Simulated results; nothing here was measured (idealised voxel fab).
You're looking at the process module voxel transistor to metal.
Square cells of 5 nm make up the cross-section cut, whose width is 150 nm.
In what follows, cross-sections appear as grids of square cells, described through bands that run from the top down, where every band is one or more rows of cells.
Top height, bottom height, nm. Materials left to right, width each, nm. Single material + "everywhere" = fills band edge to edge. "empty" = empty.
Height datum 0, below which the as-received substrate wafer is one material. Lowest band open at the bottom, running downward: "0 down".
So if you see something like "30->40" for the width, read it as the top row of the band sitting at the first number and the bottom row at the second, with every row in between moving by the same amount as the last.
Where the words "left unchanged" appear for a step, the cross-section shows no cell changed by that step; every cell remained as before.
"Voids, enclosed" enumerates empty spaces isolated from the top, with no open way to it, that contain at least 8 cells, giving each as width x height at distance from the left edge, all three in nm.
If you see something after the settings on a step's line, that's the simulator's own remark about that step.
"overlay nm", when on a step's line for a step with a mask, measures how far to the right of its planned place the mask lay; a negative measure means to the left.
# So here's the lineup of process steps we planned
step 1: RECEIVE: material Si
step 2: OXIDIZE: depth nm 5
step 3: CONFORMAL_DEP: material SiN, thk nm 10
step 4: MASKED_ETCH: tone cover, mask id ACTIVE, width nm 105, etch materials SiN, depth nm 10, overlay nm 0
step 5: MASKED_ETCH: tone cover, mask id ACTIVE, width nm 105, etch materials SiO2, depth nm 5, overlay nm 0
step 6: MASKED_ETCH: tone cover, mask id ACTIVE, width nm 105, etch materials Si, depth nm 25, overlay nm 0
step 7: FILL_DEP: material SiO2, thk nm 15
step 8: CMP: height nm 10
step 9: SELECTIVE_ETCH: etch materials SiO2, depth nm 10
step 10: STRIP: etch materials SiN
step 11: SELECTIVE_ETCH: etch materials SiO2, depth nm 5
step 12: OXIDIZE: depth nm 5
step 13: DIRECTIONAL_DEP: material polySi, thk nm 20
step 14: DIRECTIONAL_DEP: material SiCN, thk nm 10
step 15: PATTERN: tone cover, mask id GATE, material resist, width nm 15, thk nm 15, overlay nm 0
step 16: DIRECTIONAL_ETCH: etch materials SiCN, depth nm 20
step 17: DIRECTIONAL_ETCH: etch materials polySi, depth nm 30
step 18: STRIP: etch materials resist
step 19: CONFORMAL_DEP: material SiO2, thk nm 5
step 20: DIRECTIONAL_ETCH: etch materials SiO2, depth nm 5
step 21: CONFORMAL_DEP: material SiN, thk nm 10
step 22: DIRECTIONAL_ETCH: etch materials SiN, depth nm 10
step 23: DIRECTIONAL_ETCH: etch materials SiO2, depth nm 5
step 24: DIRECTIONAL_ETCH: etch materials Si, depth nm 5
step 25: EPI: material SiGe, thk nm 5
step 26: FILL_DEP: material SiO2, thk nm 5
step 27: CMP: height nm 25
step 28: DIRECTIONAL_DEP: material SiO2, thk nm 10
step 29: DIRECTIONAL_DEP: material aC, thk nm 15
step 30: PATTERN: tone open, mask id CONTACT, material resist, width nm 30, pitch nm 55, thk nm 35, overlay nm 0
step 31: DIRECTIONAL_ETCH: etch materials aC, depth nm 15
step 32: STRIP: etch materials resist
step 33: DIRECTIONAL_ETCH: etch materials SiO2, depth nm 45
step 34: STRIP: etch materials aC
step 35: CONFORMAL_DEP: material TiN, thk nm 5
step 36: FILL_DEP: material W, thk nm 5
step 37: CMP: height nm 35
step 38: DIRECTIONAL_DEP: material TiN, thk nm 5
step 39: DIRECTIONAL_DEP: material Ru, thk nm 15
step 40: PATTERN: tone cover, mask id METAL_1, material resist, width nm 15, pitch nm 70, thk nm 20, overlay nm 0
step 41: DIRECTIONAL_ETCH: etch materials Ru, depth nm 15
step 42: DIRECTIONAL_ETCH: etch materials TiN, depth nm 5
step 43: STRIP: etch materials resist
step 44: CONFORMAL_DEP: material SiCN, thk nm 5
step 45: FILL_DEP: material lowk, thk nm 10
step 46: CMP: height nm 55
step 47: CONFORMAL_DEP: material SiCN, thk nm 5
step 48: DIRECTIONAL_DEP: material SiO2, thk nm 35
step 49: PATTERN: tone open, mask id METAL_2, material resist, width nm 15, pitch nm 70, thk nm 20, overlay nm 0
step 50: DIRECTIONAL_ETCH: etch materials SiO2, depth nm 20
step 51: STRIP: etch materials resist
step 52: DIRECTIONAL_DEP: material aC, thk nm 10
step 53: PATTERN: tone open, mask id METAL_2_HOLES, material resist, width nm 15, pitch nm 70, thk nm 30, overlay nm 0
step 54: DIRECTIONAL_ETCH: etch materials aC, depth nm 10
step 55: STRIP: etch materials resist
step 56: DIRECTIONAL_ETCH: etch materials SiO2, depth nm 15
step 57: DIRECTIONAL_ETCH: etch materials SiCN, depth nm 5
step 58: STRIP: etch materials aC
step 59: CONFORMAL_DEP: material TiN, thk nm 5
step 60: FILL_DEP: material Cu, thk nm 5
step 61: CMP: height nm 95
step 62: CONFORMAL_DEP: material SiCN, thk nm 5
# Incoming wafer, cross-sectional view, post step 1
> 0 down | Si everywhere
> Voids, enclosed: none
# first wafer at the end, as planned
> 100 to 95 | SiCN everywhere
> 95 to 60 | 30 nm SiO2, then 5 nm TiN, then 5 nm Cu, then 5 nm TiN, then 55 nm SiO2, then 5 nm TiN, then 5 nm Cu, then 5 nm TiN, then 35 nm SiO2
> 60 to 55 | 30 nm SiCN, then 15 nm TiN, then 55 nm SiCN, then 15 nm TiN, then 35 nm SiCN
> 55 to 40 | 25 nm lowk, then 5 nm SiCN, then 15 nm Ru, then 5 nm SiCN, then 45 nm lowk, then 5 nm SiCN, then 15 nm Ru, then 5 nm SiCN, then 30 nm lowk
> 40 to 35 | 30 nm SiCN, then 15 nm TiN, then 55 nm SiCN, then 15 nm TiN, then 35 nm SiCN
> 35 to 25 | 30 nm SiO2, then 5 nm TiN, then 20->10 nm W, then 5->15 nm TiN, then 25 nm SiO2, then 5->15 nm TiN, then 20->10 nm W, then 5 nm TiN, then 35 nm SiO2
> 25 to 15 | 30 nm SiO2, then 5 nm TiN, then 10 nm W, then 5 nm TiN, then 10 nm SiN, then 5 nm SiO2, then 15 nm SiCN, then 5 nm SiO2, then 10 nm SiN, then 5 nm TiN, then 10 nm W, then 5 nm TiN, then 35 nm SiO2
> 15 to 0 | 30 nm SiO2, then 5 nm TiN, then 10 nm W, then 5 nm TiN, then 10 nm SiN, then 5 nm SiO2, then 15 nm polySi, then 5 nm SiO2, then 10 nm SiN, then 5 nm TiN, then 10 nm W, then 5 nm TiN, then 35 nm SiO2
> 0 to -5 | 30 nm SiO2, then 5 nm TiN, then 5 nm W, then 10 nm TiN, then 10 nm SiN, then 5 nm SiO2, then 15 nm polySi, then 5 nm SiO2, then 10 nm SiN, then 10 nm TiN, then 5 nm W, then 5 nm TiN, then 35 nm SiO2
> -5 to -10 | 30 nm SiO2, then 15 nm TiN, then 5 nm SiGe, then 45 nm SiO2, then 5 nm SiGe, then 15 nm TiN, then 35 nm SiO2
> -10 to -15 | 20 nm SiO2, then 30 nm SiGe, then 45 nm Si, then 30 nm SiGe, then 25 nm SiO2
> -15 to -30 | 20 nm SiO2, then 105 nm Si, then 25 nm SiO2
> -30 down | Si everywhere
> Voids, enclosed: none
# Second wafer of the two, sectioned at the end of the module. It began like the first and followed the same plan, but one mistake was made while running it
> 100 to 95 | SiCN everywhere
> 95 to 60 | 30 nm SiO2, then 5 nm TiN, then 5 nm Cu, then 5 nm TiN, then 55 nm SiO2, then 5 nm TiN, then 5 nm Cu, then 5 nm TiN, then 35 nm SiO2
> 60 to 55 | 30 nm SiCN, then 15 nm TiN, then 55 nm SiCN, then 15 nm TiN, then 35 nm SiCN
> 55 to 40 | 25 nm lowk, then 5 nm SiCN, then 15 nm Ru, then 5 nm SiCN, then 45 nm lowk, then 5 nm SiCN, then 15 nm Ru, then 5 nm SiCN, then 30 nm lowk
> 40 to 35 | 30 nm SiCN, then 15 nm TiN, then 55 nm SiCN, then 15 nm TiN, then 35 nm SiCN
> 35 to 30 | 30 nm SiO2, then 5 nm TiN, then 20 nm W, then 5 nm TiN, then 25 nm SiO2, then 5 nm TiN, then 20 nm W, then 5 nm TiN, then 35 nm SiO2
> 30 to 25 | 30 nm SiO2, then 30 nm TiN, then 25 nm SiO2, then 30 nm TiN, then 35 nm SiO2
> 25 to 15 | 65 nm SiCN, then 5 nm SiO2, then 5 nm SiN, then 5 nm SiO2, then 70 nm SiCN
> 15 to -5 | 65 nm polySi, then 5 nm SiO2, then 5 nm SiN, then 5 nm SiO2, then 70 nm polySi
> -5 to -10 | SiO2 everywhere
> -10 to -30 | 20 nm SiO2, then 105 nm Si, then 25 nm SiO2
> -30 down | Si everywhere
> Voids, enclosed: none
The mistake made against the process plan was this: step 15 did not happen as planned, as run it was PATTERN: tone open, mask id GATE, material resist, width nm 15, thk nm 15, overlay nm 0
Final difference in cells, second wafer against first, listed per material as more or fewer: Si: 12 more | SiCN: 48 more | SiGe: 14 fewer | SiN: 18 fewer | SiO2: 70 fewer | TiN: 28 fewer | W: 26 fewer | polySi: 96 more
